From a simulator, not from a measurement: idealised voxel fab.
process module | voxel wiring stack
cross-section cut | 225 nm wide | cells 5 nm
A cross-section is a grid of square cells, given in bands from the top down. A band is one or more rows of cells.
Each band's line starts with the height of the band's top and of its bottom, in nm. Then come its materials from left to right, each with its width in nm. One material with "throughout" fills the band from edge to edge. "air" is empty space.
Height 0 is the level under which the wafer as received is all one material. The lowest band goes on downwards, as in "0 down".
A width such as "30 to 40" changes by the same amount from each row of cells to the next, from the band's top row to its bottom row.
"no change" after a step means that no cell of the cross-section changed.
closed voids: empty space of 8 cells or more with no open way to the top, each as width x height at its distance from the left edge, in nm
after a step's settings: what the simulator itself notes on the step
overlay nm, on a step with a mask: how far to the right of its planned place the mask lay; to the left if negative
Each pair below shows a cross-section before one step and the cross-section after it, down to the lowest band that changed. The line under each pair gives the step between them, with its settings. The pairs can come from different runs of this module on the same starting wafer, so a pair continues from the pair above only where its "before" says so.
before
  155 to 150: TiN 85 | air 15 | TiN 25 | air 15 | TiN 85
  150 to 140: SiO2 80 | TiN 5 | air 15 | TiN 5 | SiO2 15 | TiN 5 | air 15 | TiN 5 | SiO2 80
  140 to 135: SiO2 80 | TiN 5 | air 5 | TiN 15 | SiO2 15 | TiN 25 | SiO2 80
  135 to 125: SiO2 80 | TiN 5 | air 5 | TiN 5 | SiO2 130
  125 to 120: SiCN 80 | TiN 15 | SiCN 130
  120 to 105: SiO2 80 | TiN 5 | Cu 15 | TiN 5 | SiO2 15 | TiN 5 | Cu 15 | TiN 5 | SiO2 80
  105 to 100: SiO2 80 | TiN 5 | Cu 5 | TiN 15 | SiO2 15 | TiN 25 | SiO2 80
  100 to 85: SiO2 80 | TiN 5 | Cu 5 | TiN 5 | SiO2 130
  85 to 80: SiCN 80 | TiN 15 | SiCN 130
  80 to 65: SiO2 80 | TiN 5 | Ru 15 | TiN 5 | SiO2 15 | TiN 5 | Ru 15 | TiN 5 | SiO2 80
  65 to 60: SiO2 80 | TiN 5 | Ru 5 | TiN 15 | SiO2 15 | TiN 5 | Ru 5 | TiN 15 | SiO2 80
  60 to 50: SiO2 80 | TiN 5 | Ru 5 | TiN 5 | SiO2 25 | TiN 5 | Ru 5 | TiN 5 | SiO2 90
  50 to 45: SiCN 80 | TiN 15 | SiCN 25 | TiN 15 | SiCN 90
  45 to 20: SiO2 80 | Ru 25 | SiO2 15 | Ru 25 | SiO2 80
  20 to 15: SiO2 80 | TiN 25 | SiO2 15 | TiN 25 | SiO2 80
  15 to 0: SiO2 throughout
  0 down: Si throughout
  closed voids: none
after
  165 to 155: Cu throughout
  155 to 150: TiN 85 | Cu 15 | TiN 25 | Cu 15 | TiN 85
  150 to 140: SiO2 80 | TiN 5 | Cu 15 | TiN 5 | SiO2 15 | TiN 5 | Cu 15 | TiN 5 | SiO2 80
  140 to 135: SiO2 80 | TiN 5 | Cu 5 | TiN 15 | SiO2 15 | TiN 25 | SiO2 80
  135 to 125: SiO2 80 | TiN 5 | Cu 5 | TiN 5 | SiO2 130
  below 125: unchanged
  closed voids: none
the step between: op FILL_DEP | material Cu | thk nm 10
before: the cross-section after the pair above
after
  150 to 140: SiO2 80 | TiN 5 | Cu 15 | TiN 5 | SiO2 15 | TiN 5 | Cu 15 | TiN 5 | SiO2 80
  below 140: unchanged
  closed voids: none
the step between: op CMP | height nm 150
before: the cross-section after the pair above
after
  155 to 150: SiN throughout
  below 150: unchanged
  closed voids: none
the step between: op CONFORMAL_DEP | material SiN | thk nm 5
before
  130 to 120: aC 80 | air 15 | aC 130
  120 to 95: SiO2 80 | air 15 | SiO2 130
  95 to 85: SiO2 80 | aC 15 | SiO2 130
  85 to 80: SiCN throughout
  80 to 65: SiO2 80 | TiN 5 | Ru 15 | TiN 5 | SiO2 15 | TiN 5 | Ru 15 | TiN 5 | SiO2 80
  65 to 60: SiO2 80 | TiN 5 | Ru 5 | TiN 15 | SiO2 15 | TiN 5 | Ru 5 | TiN 15 | SiO2 80
  60 to 50: SiO2 80 | TiN 5 | Ru 5 | TiN 5 | SiO2 25 | TiN 5 | Ru 5 | TiN 5 | SiO2 90
  50 to 45: SiCN 80 | TiN 15 | SiCN 25 | TiN 15 | SiCN 90
  45 to 20: SiO2 80 | Ru 25 | SiO2 15 | Ru 25 | SiO2 80
  20 to 15: SiO2 80 | TiN 25 | SiO2 15 | TiN 25 | SiO2 80
  15 to 0: SiO2 throughout
  0 down: Si throughout
  closed voids: none
after
  155 to 130: air 80 | resist 25 | air 15 | resist 25 | air 80
  130 to 120: aC 80 | resist 15 | aC 130
  120 to 95: SiO2 80 | resist 15 | SiO2 130
  below 95: unchanged
  closed voids: none
the step between: op PATTERN | tone cover | mask id METAL_3 | material resist | width nm 25 | pitch nm 40 | thk nm 25 | overlay nm 0
before: the cross-section after the pair above
after
  145 to 130: air 80 | resist 25 | air 15 | resist 25 | air 80
  130 to 120: air 80 | resist 15 | aC 10 | air 15 | aC 25 | air 80
  below 120: unchanged
  closed voids: none
the step between: op DIRECTIONAL_ETCH | etch materials aC | depth nm 10
before: the cross-section after the pair above
after
  130 to 120: air 95 | aC 10 | air 15 | aC 25 | air 80
  120 to 95: SiO2 80 | air 15 | SiO2 130
  below 95: unchanged
  closed voids: none
the step between: op STRIP | etch materials resist
before: the cross-section after the pair above
after
  130 to 120: air 95 | aC 10 | air 15 | aC 25 | air 80
  120 to 100: air 95 | SiO2 10 | air 15 | SiO2 25 | air 80
  below 100: unchanged
  closed voids: none
the step between: op DIRECTIONAL_ETCH | etch materials SiO2 | depth nm 20
before: the cross-section after the pair above
after
  120 to 100: air 95 | SiO2 10 | air 15 | SiO2 25 | air 80
  100 to 85: SiO2 80 | air 15 | SiO2 130
  below 85: unchanged
  closed voids: none
the step between: op STRIP | etch materials aC
before: the cross-section after the pair above
after
  125 to 120: air 90 | TiN 20 | air 5 | TiN 35 | air 75
  120 to 105: air 90 | TiN 5 | SiO2 10 | TiN 5 | air 5 | TiN 5 | SiO2 25 | TiN 5 | air 75
  105 to 100: TiN 85 | air 5 | TiN 5 | SiO2 10 | TiN 15 | SiO2 25 | TiN 80
  100 to 90: SiO2 80 | TiN 5 | air 5 | TiN 5 | SiO2 130
  90 to 85: SiO2 80 | TiN 15 | SiO2 130
  below 85: unchanged
  closed voids: none
the step between: op CONFORMAL_DEP | material TiN | thk nm 5
before: the cross-section after the pair above
after
  135 to 125: Cu throughout
  125 to 120: Cu 90 | TiN 20 | Cu 5 | TiN 35 | Cu 75
  120 to 105: Cu 90 | TiN 5 | SiO2 10 | TiN 5 | Cu 5 | TiN 5 | SiO2 25 | TiN 5 | Cu 75
  105 to 100: TiN 85 | Cu 5 | TiN 5 | SiO2 10 | TiN 15 | SiO2 25 | TiN 80
  100 to 90: SiO2 80 | TiN 5 | Cu 5 | TiN 5 | SiO2 130
  below 90: unchanged
  closed voids: none
the step between: op FILL_DEP | material Cu | thk nm 10
before: the cross-section after the pair above
after
  120 to 105: Cu 90 | TiN 5 | SiO2 10 | TiN 5 | Cu 5 | TiN 5 | SiO2 25 | TiN 5 | Cu 75
  below 105: unchanged
  closed voids: none
the step between: op CMP | height nm 120
before: the cross-section after the pair above
after
  125 to 120: SiCN throughout
  below 120: unchanged
  closed voids: none
the step between: op CONFORMAL_DEP | material SiCN | thk nm 5
before: the cross-section after the pair above
after
  150 to 125: SiO2 throughout
  below 125: unchanged
  closed voids: none
the step between: op DIRECTIONAL_DEP | material SiO2 | thk nm 25
before: the cross-section after the pair above
after
  165 to 150: resist 80 | air 15 | resist 130
  below 150: unchanged
  closed voids: none
the step between: op PATTERN | tone open | mask id METAL_4_HOLES | material resist | width nm 15 | thk nm 15 | overlay nm 0
before: the cross-section after the pair above
after
  165 to 150: resist 80 | air 15 | resist 130
  150 to 125: SiO2 80 | air 15 | SiO2 130
  below 125: unchanged
  closed voids: none
the step between: op DIRECTIONAL_ETCH | etch materials SiO2 | depth nm 25
before: the cross-section after the pair above
after
  150 to 125: SiO2 80 | air 15 | SiO2 130
  below 125: unchanged
  closed voids: none
the step between: op STRIP | etch materials resist
before: the cross-section after the pair above
after
  150 to 135: SiO2 80 | air 25 | SiO2 15 | air 25 | SiO2 80
  below 135: unchanged
  closed voids: none
the step between: op MASKED_ETCH | tone open | mask id METAL_4 | width nm 25 | pitch nm 40 | etch materials SiO2 | depth nm 15 | overlay nm 0
before: the cross-section after the pair above
after
  150 to 135: SiO2 80 | air 25 | SiO2 15 | air 25 | SiO2 80
  135 to 125: SiO2 80 | air 15 | SiO2 130
  125 to 120: SiCN 80 | air 15 | SiCN 130
  below 120: unchanged
  closed voids: none
the step between: op MASKED_ETCH | tone open | mask id METAL_4 | width nm 25 | pitch nm 40 | etch materials SiCN | depth nm 5 | overlay nm 0
before: the cross-section after the pair above
after
  155 to 150: TiN 85 | air 15 | TiN 25 | air 15 | TiN 85
  150 to 140: SiO2 80 | TiN 5 | air 15 | TiN 5 | SiO2 15 | TiN 5 | air 15 | TiN 5 | SiO2 80
  140 to 135: SiO2 80 | TiN 5 | air 5 | TiN 15 | SiO2 15 | TiN 25 | SiO2 80
  135 to 125: SiO2 80 | TiN 5 | air 5 | TiN 5 | SiO2 130
  125 to 120: SiCN 80 | TiN 15 | SiCN 130
  below 120: unchanged
  closed voids: none
the step between: op CONFORMAL_DEP | material TiN | thk nm 5
before: the cross-section after the pair above
after
  165 to 155: Ru throughout
  155 to 150: TiN 85 | Ru 15 | TiN 25 | Ru 15 | TiN 85
  150 to 140: SiO2 80 | TiN 5 | Ru 15 | TiN 5 | SiO2 15 | TiN 5 | Ru 15 | TiN 5 | SiO2 80
  140 to 135: SiO2 80 | TiN 5 | Ru 5 | TiN 15 | SiO2 15 | TiN 25 | SiO2 80
  135 to 125: SiO2 80 | TiN 5 | Ru 5 | TiN 5 | SiO2 130
  below 125: unchanged
  closed voids: none
the step between: op FILL_DEP | material Ru | thk nm 10
before: the cross-section after the pair above
after
  150 to 140: SiO2 80 | TiN 5 | Ru 15 | TiN 5 | SiO2 15 | TiN 5 | Ru 15 | TiN 5 | SiO2 80
  below 140: unchanged
  closed voids: none
the step between: op CMP | height nm 150
before: the cross-section after the pair above
after
  155 to 150: SiN throughout
  below 150: unchanged
  closed voids: none
the step between: op CONFORMAL_DEP | material SiN | thk nm 5
